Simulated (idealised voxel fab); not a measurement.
process module | voxel self aligned contacts
cross-section cut | 210 nm wide | cells 5 nm
A cross-section is a grid of square cells, given in bands from the top down. A band is one or more rows of cells.
Each band's line starts with the height of the band's top and of its bottom, in nm. Then come its materials from left to right, each with its width in nm. One material with "throughout" fills the band from edge to edge. "air" is empty space.
Height 0 is the level under which the wafer as received is all one material. The lowest band goes on downwards, as in "0 down".
A width such as "30 to 40" changes by the same amount from each row of cells to the next, from the band's top row to its bottom row.
"no change" after a step means that no cell of the cross-section changed.
closed voids: empty space of 8 cells or more with no open way to the top, each as width x height at its distance from the left edge, in nm
after a step's settings: what the simulator itself notes on the step
overlay nm, on a step with a mask: how far to the right of its planned place the mask lay; to the left if negative
plan
1 op RECEIVE | material Si
2 op CONFORMAL_DEP | material SiO2 | thk nm 5
3 op DIRECTIONAL_DEP | material polySi | thk nm 20
4 op DIRECTIONAL_DEP | material SiN | thk nm 15
5 op DIRECTIONAL_DEP | material aC | thk nm 10
6 op PATTERN | tone cover | mask id GATE | material resist | width nm 35 | pitch nm 60 | thk nm 25 | overlay nm 0
7 op DIRECTIONAL_ETCH | etch materials aC | depth nm 10
8 op STRIP | etch materials resist
9 op DIRECTIONAL_ETCH | etch materials SiN | depth nm 15
10 op DIRECTIONAL_ETCH | etch materials polySi | depth nm 20
11 op STRIP | etch materials aC
12 op CONFORMAL_DEP | material SiN | thk nm 5
13 op DIRECTIONAL_ETCH | etch materials SiN | depth nm 5
14 op FILL_DEP | material SiO2 | thk nm 10
15 op CMP | height nm 45
16 op PATTERN | tone open | mask id CONTACT | material resist | width nm 35 | thk nm 15 | overlay nm 0
17 op DIRECTIONAL_ETCH | etch materials SiO2 | depth nm 45
18 op STRIP | etch materials resist
19 op CONFORMAL_DEP | material TiN | thk nm 5
20 op FILL_DEP | material W | thk nm 10
21 op CMP | height nm 45
22 op CONFORMAL_DEP | material SiCN | thk nm 5
first wafer, as planned
as received, after step 1
  0 down: Si throughout
  closed voids: none
after step 2
  5 to 0: SiO2 throughout
  below 0: unchanged
after step 3
  25 to 5: polySi throughout
  below 5: unchanged
after step 4
  40 to 25: SiN throughout
  below 25: unchanged
after step 5
  50 to 40: aC throughout
  below 40: unchanged
after step 6
  75 to 50: air 55 | resist 35 | air 25 | resist 35 | air 60
  below 50: unchanged
after step 7
  65 to 50: air 55 | resist 35 | air 25 | resist 35 | air 60
  50 to 40: air 55 | aC 35 | air 25 | aC 35 | air 60
  below 40: unchanged
after step 8
  50 to 40: air 55 | aC 35 | air 25 | aC 35 | air 60
  below 40: unchanged
after step 9
  50 to 40: air 55 | aC 35 | air 25 | aC 35 | air 60
  40 to 25: air 55 | SiN 35 | air 25 | SiN 35 | air 60
  below 25: unchanged
after step 10
  50 to 40: air 55 | aC 35 | air 25 | aC 35 | air 60
  40 to 25: air 55 | SiN 35 | air 25 | SiN 35 | air 60
  25 to 5: air 55 | polySi 35 | air 25 | polySi 35 | air 60
  below 5: unchanged
after step 11
  40 to 25: air 55 | SiN 35 | air 25 | SiN 35 | air 60
  below 25: unchanged
after step 12
  45 to 25: air 50 | SiN 45 | air 15 | SiN 45 | air 55
  25 to 10: air 50 | SiN 5 | polySi 35 | SiN 5 | air 15 | SiN 5 | polySi 35 | SiN 5 | air 55
  10 to 5: SiN 55 | polySi 35 | SiN 25 | polySi 35 | SiN 60
  below 5: unchanged
after step 13
  40 to 25: air 50 | SiN 45 | air 15 | SiN 45 | air 55
  25 to 5: air 50 | SiN 5 | polySi 35 | SiN 5 | air 15 | SiN 5 | polySi 35 | SiN 5 | air 55
  below 5: unchanged
after step 14
  50 to 40: SiO2 throughout
  40 to 25: SiO2 50 | SiN 45 | SiO2 15 | SiN 45 | SiO2 55
  25 to 5: SiO2 50 | SiN 5 | polySi 35 | SiN 5 | SiO2 15 | SiN 5 | polySi 35 | SiN 5 | SiO2 55
  below 5: unchanged
after step 15
  45 to 40: SiO2 throughout
  below 40: unchanged
after step 16
  60 to 45: resist 85 | air 35 | resist 90
  below 45: unchanged
after step 17
  60 to 45: resist 85 | air 35 | resist 90
  45 to 40: SiO2 85 | air 35 | SiO2 90
  40 to 25: SiO2 50 | SiN 45 | air 15 | SiN 45 | SiO2 55
  25 to 5: SiO2 50 | SiN 5 | polySi 35 | SiN 5 | air 15 | SiN 5 | polySi 35 | SiN 5 | SiO2 55
  5 to 0: SiO2 95 | air 15 | SiO2 100
  below 0: unchanged
after step 18
  45 to 40: SiO2 85 | air 35 | SiO2 90
  below 40: unchanged
after step 19
  50 to 45: TiN 90 | air 25 | TiN 95
  45 to 40: SiO2 85 | TiN 15 | air 5 | TiN 15 | SiO2 90
  40 to 25: SiO2 50 | SiN 45 | TiN 5 | air 5 | TiN 5 | SiN 45 | SiO2 55
  25 to 5: SiO2 50 | SiN 5 | polySi 35 | SiN 5 | TiN 5 | air 5 | TiN 5 | SiN 5 | polySi 35 | SiN 5 | SiO2 55
  5 to 0: SiO2 95 | TiN 15 | SiO2 100
  below 0: unchanged
after step 20
  60 to 50: W throughout
  50 to 45: TiN 90 | W 25 | TiN 95
  45 to 40: SiO2 85 | TiN 15 | W 5 | TiN 15 | SiO2 90
  40 to 25: SiO2 50 | SiN 45 | TiN 5 | W 5 | TiN 5 | SiN 45 | SiO2 55
  25 to 5: SiO2 50 | SiN 5 | polySi 35 | SiN 5 | TiN 5 | W 5 | TiN 5 | SiN 5 | polySi 35 | SiN 5 | SiO2 55
  below 5: unchanged
after step 21
  45 to 40: SiO2 85 | TiN 15 | W 5 | TiN 15 | SiO2 90
  below 40: unchanged
after step 22
  50 to 45: SiCN throughout
  below 45: unchanged
second wafer: like start, like plan, one mistake. Through step 1 it matches the first wafer
when step 2 should have ended
  5 to 0: SiN throughout
  below 0: unchanged
when step 3 should have ended
  25 to 5: polySi throughout
  below 5: unchanged
when step 4 should have ended
  40 to 25: SiN throughout
  below 25: unchanged
when step 5 should have ended
  50 to 40: aC throughout
  below 40: unchanged
when step 6 should have ended
  75 to 50: air 55 | resist 35 | air 25 | resist 35 | air 60
  below 50: unchanged
when step 7 should have ended
  65 to 50: air 55 | resist 35 | air 25 | resist 35 | air 60
  50 to 40: air 55 | aC 35 | air 25 | aC 35 | air 60
  below 40: unchanged
when step 8 should have ended
  50 to 40: air 55 | aC 35 | air 25 | aC 35 | air 60
  below 40: unchanged
when step 9 should have ended
  50 to 40: air 55 | aC 35 | air 25 | aC 35 | air 60
  40 to 25: air 55 | SiN 35 | air 25 | SiN 35 | air 60
  below 25: unchanged
when step 10 should have ended
  50 to 40: air 55 | aC 35 | air 25 | aC 35 | air 60
  40 to 25: air 55 | SiN 35 | air 25 | SiN 35 | air 60
  25 to 5: air 55 | polySi 35 | air 25 | polySi 35 | air 60
  below 5: unchanged
when step 11 should have ended
  40 to 25: air 55 | SiN 35 | air 25 | SiN 35 | air 60
  below 25: unchanged
when step 12 should have ended
  45 to 25: air 50 | SiN 45 | air 15 | SiN 45 | air 55
  25 to 10: air 50 | SiN 5 | polySi 35 | SiN 5 | air 15 | SiN 5 | polySi 35 | SiN 5 | air 55
  10 to 5: SiN 55 | polySi 35 | SiN 25 | polySi 35 | SiN 60
  below 5: unchanged
when step 13 should have ended
  40 to 25: air 50 | SiN 45 | air 15 | SiN 45 | air 55
  25 to 5: air 50 | SiN 5 | polySi 35 | SiN 5 | air 15 | SiN 5 | polySi 35 | SiN 5 | air 55
  below 5: unchanged
when step 14 should have ended
  50 to 40: SiO2 throughout
  40 to 25: SiO2 50 | SiN 45 | SiO2 15 | SiN 45 | SiO2 55
  25 to 5: SiO2 50 | SiN 5 | polySi 35 | SiN 5 | SiO2 15 | SiN 5 | polySi 35 | SiN 5 | SiO2 55
  below 5: unchanged
when step 15 should have ended
  45 to 40: SiO2 throughout
  below 40: unchanged
when step 16 should have ended
  60 to 45: resist 85 | air 35 | resist 90
  below 45: unchanged
when step 17 should have ended
  60 to 45: resist 85 | air 35 | resist 90
  45 to 40: SiO2 85 | air 35 | SiO2 90
  40 to 25: SiO2 50 | SiN 45 | air 15 | SiN 45 | SiO2 55
  25 to 5: SiO2 50 | SiN 5 | polySi 35 | SiN 5 | air 15 | SiN 5 | polySi 35 | SiN 5 | SiO2 55
  below 5: unchanged
when step 18 should have ended
  45 to 40: SiO2 85 | air 35 | SiO2 90
  below 40: unchanged
when step 19 should have ended
  50 to 45: TiN 90 | air 25 | TiN 95
  45 to 40: SiO2 85 | TiN 15 | air 5 | TiN 15 | SiO2 90
  40 to 25: SiO2 50 | SiN 45 | TiN 5 | air 5 | TiN 5 | SiN 45 | SiO2 55
  25 to 10: SiO2 50 | SiN 5 | polySi 35 | SiN 5 | TiN 5 | air 5 | TiN 5 | SiN 5 | polySi 35 | SiN 5 | SiO2 55
  10 to 5: SiO2 50 | SiN 5 | polySi 35 | SiN 5 | TiN 15 | SiN 5 | polySi 35 | SiN 5 | SiO2 55
  below 5: unchanged
when step 20 should have ended
  60 to 50: W throughout
  50 to 45: TiN 90 | W 25 | TiN 95
  45 to 40: SiO2 85 | TiN 15 | W 5 | TiN 15 | SiO2 90
  40 to 25: SiO2 50 | SiN 45 | TiN 5 | W 5 | TiN 5 | SiN 45 | SiO2 55
  25 to 10: SiO2 50 | SiN 5 | polySi 35 | SiN 5 | TiN 5 | W 5 | TiN 5 | SiN 5 | polySi 35 | SiN 5 | SiO2 55
  below 10: unchanged
when step 21 should have ended
  45 to 40: SiO2 85 | TiN 15 | W 5 | TiN 15 | SiO2 90
  below 40: unchanged
when step 22 should have ended
  50 to 45: SiCN throughout
  below 45: unchanged
what went wrong: step 2 ran as: op CONFORMAL_DEP | material SiN | thk nm 5
at the end the second wafer has, in cells: 42 more of SiN | 39 fewer of SiO2 | 2 fewer of TiN | 1 fewer of W
